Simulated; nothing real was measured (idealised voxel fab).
The name of this process module is voxel local oxidation.
Square cells of 5 nm make up the cross-section cut, whose width is 220 nm.
A cross-section is a grid of square cells, given in bands from the top down. A band is one or more rows of cells.
A band entry consists of two parts. The first gives the height of the band's top and the height of its bottom, in nm. The rest lists the band's materials from left to right, each with its width in nm. A single material labelled with the word "everywhere" fills the band from edge to edge, and the word "blank" marks empty space.
All heights in this document are referenced to 0, defined as the level beneath which the wafer, as received, consists entirely of one material. The lowest band is not bounded below; it extends indefinitely downward and is written in the form "from 0 down".
Graded width ("30 to 40"): value in top row of band = first number; value in bottom row = second number; row-to-row change constant.
Given "left unchanged" for a step, no cell of the cross-section differs between before and after that step.
The list in "Enclosed empty spaces" covers empty spaces of 8 cells or more that cannot reach the top through any open way, and it gives each as width x height at distance; the distance is from the left edge, and width, height and distance are in nm.
On a step's line, text after the settings is the simulator commenting on that step.
overlay nm: step with mask; distance mask lay right of planned place; negative value = left of planned place.
Process steps - plan
1. RECEIVE [material Si]
2. OXIDIZE [depth nm 5]
3. CONFORMAL_DEP [material SiN] [thk nm 10]
4. DIRECTIONAL_DEP [material aC] [thk nm 10]
5. PATTERN [tone cover] [mask id ACTIVE] [material resist] [width nm 115] [thk nm 25] [overlay nm 0]
6. DIRECTIONAL_ETCH [etch materials aC] [depth nm 10]
7. STRIP [etch materials resist]
8. DIRECTIONAL_ETCH [etch materials SiN] [depth nm 10]
9. STRIP [etch materials aC]
10. SELECTIVE_ETCH [etch materials SiO2] [depth nm 5]
11. OXIDIZE [depth nm 15]
12. STRIP [etch materials SiN]
Don't read the plan's depth nm for step 10 as applying to every wafer: that's the first wafer's value, and the wafers differ in it, though they all start identical.
Cut through the first of several wafers as received, post step 1
* from 0 down | Si everywhere
* Enclosed empty spaces: none
End-of-module cross-section, first of several wafers, after last step 12
* from 0 to -5 | blank=55  SiO2=105  blank=60
* from -5 to -20 | SiO2=70  Si=75  SiO2=75
* from -20 down | Si everywhere
* Enclosed empty spaces: none
Last-wafer cross-section at the end of the module
* from 0 to -5 | blank=70  SiO2=75  blank=75
* from -5 to -20 | SiO2=85  Si=45  SiO2=90
* from -20 down | Si everywhere
* Enclosed empty spaces: none
Below is a per-wafer table. In it, each row describes the wafer at the end of the module by giving, for each material, the number of cells gained (+) or lost (-) since the wafer was received, and after that the closed voids of the wafer
depth nm 5; -131 Si; +108 SiO2; Enclosed empty spaces: none
depth nm 10; -137 Si; +112 SiO2; Enclosed empty spaces: none
depth nm 15; -143 Si; +116 SiO2; Enclosed empty spaces: none
depth nm 20; -149 Si; +120 SiO2; Enclosed empty spaces: none
